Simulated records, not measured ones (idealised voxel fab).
process module | voxel self aligned vias
cross-section cut | 235 nm wide | cells 5 nm
A cross-section is a grid of square cells, given in bands from the top down. A band is one or more rows of cells.
Each band's line starts with the height of the band's top and of its bottom, in nm. Then come its materials from left to right, each with its width in nm. One material with "throughout" fills the band from edge to edge. "air" is empty space.
Height 0 is the level under which the wafer as received is all one material. The lowest band goes on downwards, as in "0 down".
A width such as "30 to 40" changes by the same amount from each row of cells to the next, from the band's top row to its bottom row.
"no change" after a step means that no cell of the cross-section changed.
closed voids: empty space of 8 cells or more with no open way to the top, each as width x height at its distance from the left edge, in nm
after a step's settings: what the simulator itself notes on the step
overlay nm, on a step with a mask: how far to the right of its planned place the mask lay; to the left if negative
plan
1 op RECEIVE | material Si
2 op CONFORMAL_DEP | material SiO2 | thk nm 10
3 op CONFORMAL_DEP | material SiCN | thk nm 5
4 op DIRECTIONAL_DEP | material SiO2 | thk nm 20
5 op PATTERN | tone open | mask id LINES | material resist | width nm 30 | pitch nm 70 | thk nm 20 | overlay nm 0
6 op DIRECTIONAL_ETCH | etch materials SiO2 | depth nm 20
7 op STRIP | etch materials resist
8 op CONFORMAL_DEP | material TiN | thk nm 5
9 op FILL_DEP | material Ru | thk nm 5
10 op CMP | height nm 35
11 op SELECTIVE_ETCH | etch materials W Ru TiN | depth nm 10
12 op FILL_DEP | material SiN | thk nm 5
13 op CMP | height nm 35
14 op DIRECTIONAL_DEP | material SiO2 | thk nm 15
15 op DIRECTIONAL_DEP | material aC | thk nm 15
16 op PATTERN | tone open | mask id VIAS | material resist | width nm 50 | pitch nm 70 | thk nm 35 | overlay nm -5
17 op DIRECTIONAL_ETCH | etch materials aC | depth nm 15
18 op STRIP | etch materials resist
19 op DIRECTIONAL_ETCH | etch materials SiO2 | depth nm 15
20 op DIRECTIONAL_ETCH | etch materials SiN | depth nm 10
21 op STRIP | etch materials aC
22 op CONFORMAL_DEP | material TiN | thk nm 5
23 op FILL_DEP | material W | thk nm 5
24 op CMP | height nm 50
25 op CONFORMAL_DEP | material SiCN | thk nm 5
varied across the wafers: overlay nm of step 16. The plan shows the first wafer's value. All wafers start alike
first wafer as received, after step 1
  0 down: Si throughout
  closed voids: none
each wafer at the end: cells of each material gained (+) or lost (-) since it was received, then its closed voids
overlay nm -5 | +12 Ru | +94 SiCN | +261 SiO2 | +78 TiN | +72 W | closed voids: none
overlay nm 0 | +12 Ru | +94 SiCN | +261 SiO2 | +78 TiN | +72 W | closed voids: none
overlay nm 5 | +12 Ru | +94 SiCN | +261 SiO2 | +78 TiN | +72 W | closed voids: none
overlay nm 10 | +12 Ru | +94 SiCN | +261 SiO2 | +78 TiN | +72 W | closed voids: none
